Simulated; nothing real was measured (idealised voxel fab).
Presented below is a process module, voxel wiring stack.
Cross-section cut: width 180 nm, square cells of 5 nm.
Heads up, the way a cross-section reads in here is a grid of square cells, handed over as bands from the top down, with every band being one or more rows of cells.
What a band's entry tells you: where the top is and where the bottom is, as heights in nm, and after that what lies inside, material by material from left to right, each with its width in nm. Empty space is written as the word "air", and a single material marked with the word "everywhere" occupies the band from edge to edge.
We count height from 0. Below that, the starting wafer is all one material. The lowest band never ends at the bottom but goes on down; see "0 down" for how that is written.
So if you see something like "30..40" for the width, read it as the top row of the band sitting at the first number and the bottom row at the second, with every row in between moving by the same amount as the last.
"nothing got changed" means the step left every cell of the cross-section as it was.
If an empty space has no open way to the top and is at least 8 cells in size, "Completely sealed voids" lists it, written width x height at distance, where distance is measured from the left edge and every value is in nm.
after a step's settings: what the simulator itself notes on the step
overlay nm: on a step with a mask, how far right of its planned place the mask lay; negative means left.
**The steps planned for the process are as follows**
step 1: RECEIVE: material Si
step 2: CONFORMAL_DEP: material SiO2, thk nm 15
step 3: DIRECTIONAL_DEP: material TiN, thk nm 5
step 4: DIRECTIONAL_DEP: material W, thk nm 20
step 5: DIRECTIONAL_DEP: material aC, thk nm 15
step 6: PATTERN: tone cover, mask id METAL_1, material resist, width nm 30, pitch nm 50, thk nm 30, overlay nm 0
step 7: DIRECTIONAL_ETCH: etch materials aC, depth nm 15
step 8: STRIP: etch materials resist
step 9: DIRECTIONAL_ETCH: etch materials W, depth nm 20
step 10: DIRECTIONAL_ETCH: etch materials TiN, depth nm 5
step 11: STRIP: etch materials aC
step 12: CONFORMAL_DEP: material SiCN, thk nm 5
step 13: FILL_DEP: material lowk, thk nm 10
step 14: CMP: height nm 40
step 15: CONFORMAL_DEP: material SiCN, thk nm 5
step 16: DIRECTIONAL_DEP: material lowk, thk nm 30
step 17: DIRECTIONAL_DEP: material aC, thk nm 15
step 18: PATTERN: tone open, mask id METAL_2_HOLES, material resist, width nm 15, pitch nm 50, thk nm 35, overlay nm 0
step 19: DIRECTIONAL_ETCH: etch materials aC, depth nm 15
step 20: STRIP: etch materials resist
step 21: DIRECTIONAL_ETCH: etch materials lowk, depth nm 30
step 22: STRIP: etch materials aC
step 23: MASKED_ETCH: tone open, mask id METAL_2, width nm 30, pitch nm 50, etch materials lowk, depth nm 15, overlay nm 0
step 24: MASKED_ETCH: tone open, mask id METAL_2, width nm 30, pitch nm 50, etch materials SiCN, depth nm 5, overlay nm 0
step 25: CONFORMAL_DEP: material TiN, thk nm 5
step 26: FILL_DEP: material Cu, thk nm 5
step 27: CMP: height nm 75
step 28: CONFORMAL_DEP: material SiCN, thk nm 5
step 29: DIRECTIONAL_DEP: material SiO2, thk nm 20
step 30: DIRECTIONAL_DEP: material aC, thk nm 15
step 31: PATTERN: tone open, mask id PLUG_2, material resist, width nm 15, pitch nm 100, thk nm 30, overlay nm 0
step 32: DIRECTIONAL_ETCH: etch materials aC, depth nm 15
step 33: STRIP: etch materials resist
step 34: DIRECTIONAL_ETCH: etch materials SiO2, depth nm 20
step 35: DIRECTIONAL_ETCH: etch materials SiCN, depth nm 5
step 36: STRIP: etch materials aC
step 37: CONFORMAL_DEP: material TiN, thk nm 5
step 38: FILL_DEP: material W, thk nm 10
step 39: CMP: height nm 100
step 40: CONFORMAL_DEP: material SiN, thk nm 5
step 41: DIRECTIONAL_DEP: material SiO2, thk nm 25
step 42: DIRECTIONAL_DEP: material aC, thk nm 10
step 43: PATTERN: tone open, mask id METAL_3, material resist, width nm 30, pitch nm 50, thk nm 25, overlay nm 0
step 44: DIRECTIONAL_ETCH: etch materials aC, depth nm 10
step 45: STRIP: etch materials resist
step 46: DIRECTIONAL_ETCH: etch materials SiO2, depth nm 25
step 47: DIRECTIONAL_ETCH: etch materials SiN, depth nm 5
step 48: STRIP: etch materials aC
step 49: CONFORMAL_DEP: material TiN, thk nm 5
step 50: FILL_DEP: material Cu, thk nm 5
step 51: CMP: height nm 130
step 52: EPI: material Ru, thk nm 5
step 53: FILL_DEP: material SiCN, thk nm 5
step 54: DIRECTIONAL_DEP: material SiO2, thk nm 15
step 55: MASKED_ETCH: tone open, mask id PLUG_3, width nm 15, pitch nm 50, etch materials SiO2, depth nm 15, overlay nm 0
step 56: MASKED_ETCH: tone open, mask id PLUG_3, width nm 15, pitch nm 50, etch materials SiCN, depth nm 5, overlay nm 0
step 57: CONFORMAL_DEP: material TiN, thk nm 5
step 58: FILL_DEP: material Cu, thk nm 10
step 59: CMP: height nm 155
step 60: CONFORMAL_DEP: material SiN, thk nm 5
step 61: DIRECTIONAL_DEP: material lowk, thk nm 20
step 62: PATTERN: tone open, mask id METAL_4, material resist, width nm 30, pitch nm 50, thk nm 15, overlay nm 0
step 63: DIRECTIONAL_ETCH: etch materials lowk, depth nm 20
step 64: DIRECTIONAL_ETCH: etch materials SiN, depth nm 5
step 65: STRIP: etch materials resist
step 66: CONFORMAL_DEP: material TiN, thk nm 5
step 67: FILL_DEP: material W, thk nm 10
step 68: CMP: height nm 180
step 69: CONFORMAL_DEP: material SiCN, thk nm 5
**Cross-section of the wafer as it came to us, i.e., already through step 1**
  0 down: Si everywhere
  Completely sealed voids: none
**Here's the wafer cut in cross-section after the module, started and planned just like above, except one thing was done wrong in the run**
  185 to 180: SiCN everywhere
  180 to 160: lowk 25; TiN 5; W 20; TiN 5; lowk 20; TiN 5; W 20; TiN 5; lowk 20; TiN 5; W 20; TiN 5; lowk 25
  160 to 155: SiN 25; TiN 30; SiN 20; TiN 30; SiN 20; TiN 30; SiN 25
  155 to 140: SiO2 25; TiN 5; Cu 5; TiN 5; SiO2 35; TiN 5; Cu 5; TiN 5; SiO2 35; TiN 5; Cu 5; TiN 5; SiO2 40
  140 to 135: SiCN 25; TiN 15; SiCN 35; TiN 15; SiCN 35; TiN 15; SiCN 40
  135 to 130: SiCN 20; Ru 40; SiCN 10; Ru 40; SiCN 10; Ru 40; SiCN 20
  130 to 105: SiO2 25; TiN 5; Cu 20; TiN 5; SiO2 20; TiN 5; Cu 20; TiN 5; SiO2 20; TiN 5; Cu 20; TiN 5; SiO2 25
  105 to 100: SiN 25; TiN 30; SiN 20; TiN 30; SiN 20; TiN 30; SiN 25
  100 to 80: SiO2 25; Ru 5; W 5; Ru 5; SiO2 85; Ru 5; W 5; Ru 5; SiO2 40
  80 to 75: SiCN 25; Ru 15; SiCN 85; Ru 15; SiCN 40
  75 to 65: lowk 25; TiN 5; Cu 20; TiN 5; lowk 20; TiN 5; Cu 20; TiN 5; lowk 20; TiN 5; Cu 20; TiN 5; lowk 25
  65 to 60: lowk 25; TiN 5; Cu 5; TiN 20; lowk 20; TiN 5; Cu 5; TiN 20; lowk 20; TiN 5; Cu 5; TiN 20; lowk 25
  60 to 45: lowk 25; TiN 5; Cu 5; TiN 5; lowk 35; TiN 5; Cu 5; TiN 5; lowk 35; TiN 5; Cu 5; TiN 5; lowk 40
  45 to 40: SiCN 25; TiN 15; SiCN 35; TiN 15; SiCN 35; TiN 15; SiCN 40
  40 to 20: lowk 20; SiCN 5; W 30; SiCN 5; lowk 10; SiCN 5; W 30; SiCN 5; lowk 10; SiCN 5; W 30; SiCN 5; lowk 20
  20 to 15: SiCN 25; TiN 30; SiCN 20; TiN 30; SiCN 20; TiN 30; SiCN 25
  15 to 0: SiO2 everywhere
  0 down: Si everywhere
  Completely sealed voids: none
Finding, execution versus plan: step 37 ran with different settings than intended, the actual operation and settings being CONFORMAL_DEP: material Ru, thk nm 5
